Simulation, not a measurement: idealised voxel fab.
process module | voxel wiring stack
cross-section cut | 150 nm wide | cells 5 nm
A cross-section is a grid of square cells, given in bands from the top down. A band is one or more rows of cells.
Each band's line starts with the height of the band's top and of its bottom, in nm. Then come its materials from left to right, each with its width in nm. One material with "throughout" fills the band from edge to edge. "air" is empty space.
Height 0 is the level under which the wafer as received is all one material. The lowest band goes on downwards, as in "0 down".
A width such as "30 to 40" changes by the same amount from each row of cells to the next, from the band's top row to its bottom row.
"no change" after a step means that no cell of the cross-section changed.
closed voids: empty space of 8 cells or more with no open way to the top, each as width x height at its distance from the left edge, in nm
after a step's settings: what the simulator itself notes on the step
overlay nm, on a step with a mask: how far to the right of its planned place the mask lay; to the left if negative
plan
1 op RECEIVE | material Si
2 op CONFORMAL_DEP | material SiO2 | thk nm 10
3 op DIRECTIONAL_DEP | material TiN | thk nm 5
4 op DIRECTIONAL_DEP | material W | thk nm 20
5 op DIRECTIONAL_DEP | material aC | thk nm 15
6 op PATTERN | tone cover | mask id METAL_1 | material resist | width nm 30 | pitch nm 50 | thk nm 30 | overlay nm 0
7 op DIRECTIONAL_ETCH | etch materials aC | depth nm 15
8 op STRIP | etch materials resist
9 op DIRECTIONAL_ETCH | etch materials W | depth nm 20
10 op DIRECTIONAL_ETCH | etch materials TiN | depth nm 5
11 op STRIP | etch materials aC
12 op CONFORMAL_DEP | material SiCN | thk nm 5
13 op FILL_DEP | material SiO2 | thk nm 5
14 op CMP | height nm 35
15 op CONFORMAL_DEP | material SiCN | thk nm 5
16 op DIRECTIONAL_DEP | material lowk | thk nm 20
17 op MASKED_ETCH | tone open | mask id PLUG_1 | width nm 15 | etch materials lowk | depth nm 20 | overlay nm 0
18 op MASKED_ETCH | tone open | mask id PLUG_1 | width nm 15 | etch materials SiCN | depth nm 5 | overlay nm 0
19 op CONFORMAL_DEP | material TiN | thk nm 5
20 op FILL_DEP | material Cu | thk nm 5
21 op CMP | height nm 60
22 op CONFORMAL_DEP | material SiCN | thk nm 5
23 op DIRECTIONAL_DEP | material lowk | thk nm 20
24 op MASKED_ETCH | tone open | mask id METAL_2 | width nm 30 | pitch nm 50 | etch materials lowk | depth nm 20 | overlay nm 0
25 op MASKED_ETCH | tone open | mask id METAL_2 | width nm 30 | pitch nm 50 | etch materials SiCN | depth nm 5 | overlay nm 0
26 op CONFORMAL_DEP | material TiN | thk nm 5
27 op FILL_DEP | material Ru | thk nm 5
28 op CMP | height nm 85
29 op CONFORMAL_DEP | material SiCN | thk nm 5
30 op DIRECTIONAL_DEP | material SiO2 | thk nm 10
31 op PATTERN | tone open | mask id PLUG_2 | material resist | width nm 15 | pitch nm 50 | thk nm 20 | overlay nm 0
32 op DIRECTIONAL_ETCH | etch materials SiO2 | depth nm 10
33 op DIRECTIONAL_ETCH | etch materials SiCN | depth nm 5
34 op STRIP | etch materials resist
35 op CONFORMAL_DEP | material TiN | thk nm 5
36 op FILL_DEP | material Ru | thk nm 10
37 op CMP | height nm 100
38 op CONFORMAL_DEP | material SiN | thk nm 5
39 op DIRECTIONAL_DEP | material SiO2 | thk nm 25
40 op PATTERN | tone open | mask id METAL_3 | material resist | width nm 30 | pitch nm 50 | thk nm 20 | overlay nm 0
41 op DIRECTIONAL_ETCH | etch materials SiO2 | depth nm 25
42 op DIRECTIONAL_ETCH | etch materials SiN | depth nm 5
43 op STRIP | etch materials resist
44 op CONFORMAL_DEP | material TiN | thk nm 5
45 op FILL_DEP | material Cu | thk nm 5
46 op CMP | height nm 130
47 op CONFORMAL_DEP | material SiCN | thk nm 5
as received, after step 1
  0 down: Si throughout
  closed voids: none
first wafer at the end, as planned
  135 to 130: SiCN throughout
  130 to 105: SiO2 35 | TiN 5 | Cu 20 | TiN 5 | SiO2 20 | TiN 5 | Cu 20 | TiN 5 | SiO2 35
  105 to 100: SiN 35 | TiN 30 | SiN 20 | TiN 30 | SiN 35
  100 to 90: SiO2 35 | TiN 5 | Ru 5 | TiN 5 | SiO2 35 | TiN 5 | Ru 5 | TiN 5 | SiO2 50
  90 to 85: SiCN 35 | TiN 15 | SiCN 35 | TiN 15 | SiCN 50
  85 to 65: lowk 35 | TiN 5 | Ru 20 | TiN 5 | lowk 20 | TiN 5 | Ru 20 | TiN 5 | lowk 35
  65 to 60: SiCN 35 | TiN 30 | SiCN 20 | TiN 30 | SiCN 35
  60 to 40: lowk 35 | TiN 5 | Cu 5 | TiN 5 | lowk 100
  40 to 35: SiCN 35 | TiN 15 | SiCN 100
  35 to 15: SiO2 30 | SiCN 5 | W 30 | SiCN 5 | SiO2 10 | SiCN 5 | W 30 | SiCN 5 | SiO2 30
  15 to 10: SiCN 35 | TiN 30 | SiCN 20 | TiN 30 | SiCN 35
  10 to 0: SiO2 throughout
  0 down: Si throughout
  closed voids: none
second wafer at the end: like start, like plan, one mistake
  135 to 130: SiCN throughout
  130 to 105: SiO2 35 | TiN 5 | Cu 20 | TiN 5 | SiO2 20 | TiN 5 | Cu 20 | TiN 5 | SiO2 35
  105 to 100: SiN 35 | TiN 30 | SiN 20 | TiN 30 | SiN 35
  100 to 90: SiO2 35 | TiN 5 | Ru 5 | TiN 5 | SiO2 35 | TiN 5 | Ru 5 | TiN 5 | SiO2 50
  90 to 80: SiCN 35 | TiN 15 to 30 | SiCN 35 to 20 | TiN 15 to 30 | SiCN 50 to 35
  80 to 60: lowk throughout
  60 to 40: lowk 35 | TiN 5 | Cu 5 | TiN 5 | lowk 100
  40 to 35: SiCN 35 | TiN 15 | SiCN 100
  35 to 15: SiO2 30 | SiCN 5 | W 30 | SiCN 5 | SiO2 10 | SiCN 5 | W 30 | SiCN 5 | SiO2 30
  15 to 10: SiCN 35 | TiN 30 | SiCN 20 | TiN 30 | SiCN 35
  10 to 0: SiO2 throughout
  0 down: Si throughout
  closed voids: none
what went wrong: steps 22 and 23 were swapped
at the end the second wafer has, in cells: 32 fewer of Ru | 16 fewer of TiN | 48 more of lowk
